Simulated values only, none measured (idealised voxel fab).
voxel ribs on slabs: a process module
The cross-section on display is named cut; it measures 270 nm wide, and its cells are 5 nm squares.
If you're reading a cross-section in this doc, picture square cells in a grid; it comes to you as bands, top ones listed first down to the bottom, and a band can be one or more rows of cells. First you get the band's top height and its bottom height, in nm, and then the materials it's made of, left to right, with each width in nm. If you see a single material with "full width", that one covers the band edge to edge. "blank" is empty space. We count height from 0. Below that, the starting wafer is all one material. The lowest band never ends at the bottom but goes on down; see "0 down" for how that is written. The notation "30->40" denotes a width that varies across the rows of cells in the band, beginning at the first number in the top row, finishing at the second number in the bottom row, and changing by an identical amount from each row to the next. Where a step carries "remains unaltered", the cross-section came out of it unchanged, cell for cell. Empty spaces without an open route to the top, at least 8 cells in extent, make up the entry "Entrapped void list"; each is given as width x height at distance, where the distance is measured from the left edge, and all are in nm. Text after the settings on a step's line: the simulator's own remark on that step. For masked steps, "overlay nm" on the step line gives how far right of plan the mask actually lay; a minus sign means it lay to the left.

Steps planned for the process:
- 1: RECEIVE, material Si
- 2: DIRECTIONAL_DEP, material SiO2, thk nm 20
- 3: DIRECTIONAL_DEP, material polySi, thk nm 15
- 4: MASKED_ETCH, tone cover, mask id RIB, width nm 30, etch materials polySi, depth nm 5, overlay nm 0
- 5: PATTERN, tone cover, mask id SLAB, material resist, width nm 60, thk nm 15, overlay nm 0
- 6: DIRECTIONAL_ETCH, etch materials polySi, depth nm 10
- 7: STRIP, etch materials resist
- 8: FILL_DEP, material SiO2, thk nm 20
- 9: CMP, height nm 50
- 10: DIRECTIONAL_DEP, material W, thk nm 5
- 11: DIRECTIONAL_DEP, material aC, thk nm 10
- 12: PATTERN, tone cover, mask id HEATER, material resist, width nm 40, thk nm 25, overlay nm 0
- 13: DIRECTIONAL_ETCH, etch materials aC, depth nm 10
- 14: STRIP, etch materials resist
- 15: DIRECTIONAL_ETCH, etch materials W, depth nm 5
- 16: STRIP, etch materials aC
- 17: CONFORMAL_DEP, material SiO2, thk nm 5

Concerning the first of two wafers, which was run in accordance with the plan:

As received (post step 1): cross-section:
> 0 down | Si full width
> Entrapped void list: none

Step 2 complete: cross-section through the wafer:
> 20 to 0 | SiO2 full width
> All layers under 0 are left as they were.

Step 3 complete: cross-section through the wafer:
> 35 to 20 | polySi full width
> All layers under 20 are left as they were.

Step 4 complete: cross-section through the wafer:
> 35 to 30 | 120 blank / 30 polySi / 120 blank
> All layers under 30 are left as they were.

Step 5 complete: cross-section through the wafer:
> 50 to 35 | 105 blank / 60 resist / 105 blank
> 35 to 30 | 105 blank / 15 resist / 30 polySi / 15 resist / 105 blank
> All layers under 30 are left as they were.

Step 6 complete: cross-section through the wafer:
> 50 to 35 | 105 blank / 60 resist / 105 blank
> 35 to 30 | 105 blank / 15 resist / 30 polySi / 15 resist / 105 blank
> 30 to 20 | 105 blank / 60 polySi / 105 blank
> All layers under 20 are left as they were.

Step 7 complete: cross-section through the wafer:
> 35 to 30 | 120 blank / 30 polySi / 120 blank
> All layers under 30 are left as they were.

Step 8 complete: cross-section through the wafer:
> 55 to 35 | SiO2 full width
> 35 to 30 | 120 SiO2 / 30 polySi / 120 SiO2
> 30 to 20 | 105 SiO2 / 60 polySi / 105 SiO2
> All layers under 20 are left as they were.

Step 9 complete: cross-section through the wafer:
> 50 to 35 | SiO2 full width
> All layers under 35 are left as they were.

Step 10 complete: cross-section through the wafer:
> 55 to 50 | W full width
> All layers under 50 are left as they were.

Step 11 complete: cross-section through the wafer:
> 65 to 55 | aC full width
> All layers under 55 are left as they were.

Step 12 complete: cross-section through the wafer:
> 90 to 65 | 115 blank / 40 resist / 115 blank
> All layers under 65 are left as they were.

Step 13 complete: cross-section through the wafer:
> 80 to 65 | 115 blank / 40 resist / 115 blank
> 65 to 55 | 115 blank / 40 aC / 115 blank
> All layers under 55 are left as they were.

Step 14 complete: cross-section through the wafer:
> 65 to 55 | 115 blank / 40 aC / 115 blank
> All layers under 55 are left as they were.

Step 15 complete: cross-section through the wafer:
> 65 to 55 | 115 blank / 40 aC / 115 blank
> 55 to 50 | 115 blank / 40 W / 115 blank
> All layers under 50 are left as they were.

Step 16 complete: cross-section through the wafer:
> 55 to 50 | 115 blank / 40 W / 115 blank
> All layers under 50 are left as they were.

Step 17 complete: cross-section through the wafer:
> 60 to 55 | 110 blank / 50 SiO2 / 110 blank
> 55 to 50 | 115 SiO2 / 40 W / 115 SiO2
> All layers under 50 are left as they were.

Second wafer. Start and plan as for the first. One mistake made in running. Agrees with the first up to and including step 3:

Cross-section of the second wafer at the time by which step 4 should have been completed according to the plan:
> 35 to 30 | 125 blank / 20 polySi / 125 blank
> All layers under 30 are left as they were.

Cross-section of the second wafer at the time by which step 5 should have been completed according to the plan:
> 50 to 35 | 105 blank / 60 resist / 105 blank
> 35 to 30 | 105 blank / 20 resist / 20 polySi / 20 resist / 105 blank
> All layers under 30 are left as they were.

Cross-section of the second wafer at the time by which step 6 should have been completed according to the plan:
> 50 to 35 | 105 blank / 60 resist / 105 blank
> 35 to 30 | 105 blank / 20 resist / 20 polySi / 20 resist / 105 blank
> 30 to 20 | 105 blank / 60 polySi / 105 blank
> All layers under 20 are left as they were.

Cross-section of the second wafer at the time by which step 7 should have been completed according to the plan:
> 35 to 30 | 125 blank / 20 polySi / 125 blank
> All layers under 30 are left as they were.

Cross-section of the second wafer at the time by which step 8 should have been completed according to the plan:
> 55 to 35 | SiO2 full width
> 35 to 30 | 125 SiO2 / 20 polySi / 125 SiO2
> 30 to 20 | 105 SiO2 / 60 polySi / 105 SiO2
> All layers under 20 are left as they were.

Cross-section of the second wafer at the time by which step 9 should have been completed according to the plan:
> 50 to 35 | SiO2 full width
> All layers under 35 are left as they were.

Cross-section of the second wafer at the time by which step 10 should have been completed according to the plan:
> 55 to 50 | W full width
> All layers under 50 are left as they were.

Cross-section of the second wafer at the time by which step 11 should have been completed according to the plan:
> 65 to 55 | aC full width
> All layers under 55 are left as they were.

Cross-section of the second wafer at the time by which step 12 should have been completed according to the plan:
> 90 to 65 | 115 blank / 40 resist / 115 blank
> All layers under 65 are left as they were.

Cross-section of the second wafer at the time by which step 13 should have been completed according to the plan:
> 80 to 65 | 115 blank / 40 resist / 115 blank
> 65 to 55 | 115 blank / 40 aC / 115 blank
> All layers under 55 are left as they were.

Cross-section of the second wafer at the time by which step 14 should have been completed according to the plan:
> 65 to 55 | 115 blank / 40 aC / 115 blank
> All layers under 55 are left as they were.

Cross-section of the second wafer at the time by which step 15 should have been completed according to the plan:
> 65 to 55 | 115 blank / 40 aC / 115 blank
> 55 to 50 | 115 blank / 40 W / 115 blank
> All layers under 50 are left as they were.

Cross-section of the second wafer at the time by which step 16 should have been completed according to the plan:
> 55 to 50 | 115 blank / 40 W / 115 blank
> All layers under 50 are left as they were.

Cross-section of the second wafer at the time by which step 17 should have been completed according to the plan:
> 60 to 55 | 110 blank / 50 SiO2 / 110 blank
> 55 to 50 | 115 SiO2 / 40 W / 115 SiO2
> All layers under 50 are left as they were.
Short version of what went wrong: so step 4 ended up running with a different setting than we planned, it ran as MASKED_ETCH, tone cover, mask id RIB, width nm 20, etch materials polySi, depth nm 5, overlay nm 0
FYI, end of process, the second wafer has more or fewer cells of some materials than the first: SiO2 +2; polySi -2
